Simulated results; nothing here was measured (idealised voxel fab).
Documented hereafter: the process module known as voxel tone inversion.
In the cross-section labelled cut, the width is 165 nm and each square cell is 5 nm.
How to read a cross-section here: the picture is a grid of square cells, written as bands going from the top down, and any band can span one or more rows of cells. Heads up on the band format: heights come first, top then bottom, in nm. After that it's the materials left to right, each with its width in nm. A single material flagged "edge to edge" fills the whole band edge to edge, and "empty" means there's empty space there. Ref level 0: as-received wafer is one material below here. Bottom band extends down with no lower bound ("0..down"). So if you see something like "30 to 40" for the width, read it as the top row of the band sitting at the first number and the bottom row at the second, with every row in between moving by the same amount as the last. "identical to before" means the step left every cell of the cross-section as it was. For the entry "Closed void listing", the listed items are empty spaces with no open way to the top whose size is 8 cells or more; each item follows the pattern width x height at distance, where distance is from the left edge and all three are in nm. Formally, on a step line, whatever follows the settings is a remark that the simulator itself makes on the step. For masked steps, "overlay nm" on the step line gives how far right of plan the mask actually lay; a minus sign means it lay to the left.
[Below is the list of planned process steps]
1: RECEIVE (material Si)
2: CONFORMAL_DEP (material SiN; thk nm 5)
3: DIRECTIONAL_DEP (material polySi; thk nm 10)
4: PATTERN (tone cover; mask id POSTS; material resist; width nm 20; pitch nm 35; thk nm 25; overlay nm 0)
5: DIRECTIONAL_ETCH (etch materials polySi; depth nm 20)
6: STRIP (etch materials resist)
7: FILL_DEP (material lowk; thk nm 10)
8: CMP (height nm 25)
9: STRIP (etch materials polySi)
All wafers enter the flow in the same state. The thk nm at step 3 differs from wafer to wafer, and the plan gives the value for the first wafer.
[Here's the first of the wafers in cross-section, just as we got it, i.e. after step 1]
- 0..down: Si edge to edge
- Closed void listing: none
[End of the module, past its last step, step 9: how the first of several wafers looks in cross-section]
- 25..15: lowk edge to edge
- 15..5: lowk=20 | polySi=20 | lowk=15 | polySi=20 | lowk=15 | polySi=20 | lowk=15 | polySi=20 | lowk=20
- 5..0: SiN edge to edge
- 0..down: Si edge to edge
- Closed void listing: none
[Final wafer cross-section at module end]
- 5..0: SiN edge to edge
- 0..down: Si edge to edge
- Closed void listing: none
[Note: the following table is arranged by wafer, a row apiece. Each row reports the end-of-module state: per material, cells gained (+) or cells lost (-) compared with the wafer as received; closed voids follow]
thk nm 10, +33 SiN, +100 lowk, +32 polySi, Closed void listing: none
thk nm 15, +33 SiN, +84 lowk, +48 polySi, Closed void listing: none
thk nm 20, +33 SiN, +68 lowk, Closed void listing: none
thk nm 25, +33 SiN, Closed void listing: none
thk nm 30, +33 SiN, Closed void listing: none
thk nm 35, +33 SiN, Closed void listing: none
